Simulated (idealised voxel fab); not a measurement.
Documented hereafter: the process module known as voxel tone inversion.
Section cut is 155 nm wide and gridded with 5 nm square cells.
Think of the cross-section as a grid of square cells. We describe it in bands, top to bottom, and each band covers one or more rows of those cells.
A band entry consists of two parts. The first gives the height of the band's top and the height of its bottom, in nm. The rest lists the band's materials from left to right, each with its width in nm. A single material labelled with the word "throughout" fills the band from edge to edge, and the word "empty" marks empty space.
The reference from which all heights are counted is 0, the level beneath which the as-received wafer is entirely one material; the lowest band, having no lower bound, proceeds downward and is written after the example "0 -> down".
A width such as "30 to 40" changes by the same amount from each row of cells to the next, from the band's top row to its bottom row.
A step reported as "remains unaltered" is a step in which no cell of the cross-section changed.
If an empty space has no open way to the top and is at least 8 cells in size, "Sealed cavities" lists it, written width x height at distance, where distance is measured from the left edge and every value is in nm.
The remark found on a step's line after its settings is issued by the simulator itself and pertains to that step.
For masked steps, "overlay nm" on the step line gives how far right of plan the mask actually lay; a minus sign means it lay to the left.

## This section lists the process steps that were planned
1. RECEIVE | material Si
2. CONFORMAL_DEP | material SiN | thk nm 5
3. DIRECTIONAL_DEP | material polySi | thk nm 25
4. PATTERN | tone cover | mask id POSTS | material resist | width nm 25 | pitch nm 50 | thk nm 35 | overlay nm 0
5. DIRECTIONAL_ETCH | etch materials polySi | depth nm 25
6. STRIP | etch materials resist
7. FILL_DEP | material lowk | thk nm 5
8. CMP | height nm 30
9. STRIP | etch materials polySi
10. CONFORMAL_DEP | material TiN | thk nm 5
11. FILL_DEP | material Ru | thk nm 10
12. CMP | height nm 30
13. CONFORMAL_DEP | material SiN | thk nm 5

## Wafer cross-section on receipt, i.e. after step 1
  0 -> down: Si throughout
  Sealed cavities: none

## first wafer at the end, as planned
  35 -> 30: SiN throughout
  30 -> 10: 15 nm lowk, then 5 nm TiN, then 15 nm Ru, then 5 nm TiN, then 25 nm lowk, then 5 nm TiN, then 15 nm Ru, then 5 nm TiN, then 25 nm lowk, then 5 nm TiN, then 15 nm Ru, then 5 nm TiN, then 15 nm lowk
  10 -> 5: 15 nm lowk, then 25 nm TiN, then 25 nm lowk, then 25 nm TiN, then 25 nm lowk, then 25 nm TiN, then 15 nm lowk
  5 -> 0: SiN throughout
  0 -> down: Si throughout
  Sealed cavities: none

## Second wafer through the module, sectioned at the end: same beginning and same plan as the first wafer, with one mistake in carrying it out
  35 -> 30: SiN throughout
  30 -> 10: 20 nm lowk, then 5 nm TiN, then 10 nm Ru, then 5 nm TiN, then 30 nm lowk, then 5 nm TiN, then 10 nm Ru, then 5 nm TiN, then 30 nm lowk, then 5 nm TiN, then 10 nm Ru, then 5 nm TiN, then 15 nm lowk
  10 -> 5: 20 nm lowk, then 20 nm TiN, then 30 nm lowk, then 20 nm TiN, then 30 nm lowk, then 20 nm TiN, then 15 nm lowk
  5 -> 0: SiN throughout
  0 -> down: Si throughout
  Sealed cavities: none
Against the plan, the run slipped here: it should be noted that step 4 was executed with settings other than those planned, the operation and settings actually applied being PATTERN | tone cover | mask id POSTS | material resist | width nm 20 | pitch nm 50 | thk nm 35 | overlay nm 0
Heads up, by the end the second wafer has more or fewer cells of some materials compared to the first: -12 Ru | -3 TiN | +15 lowk
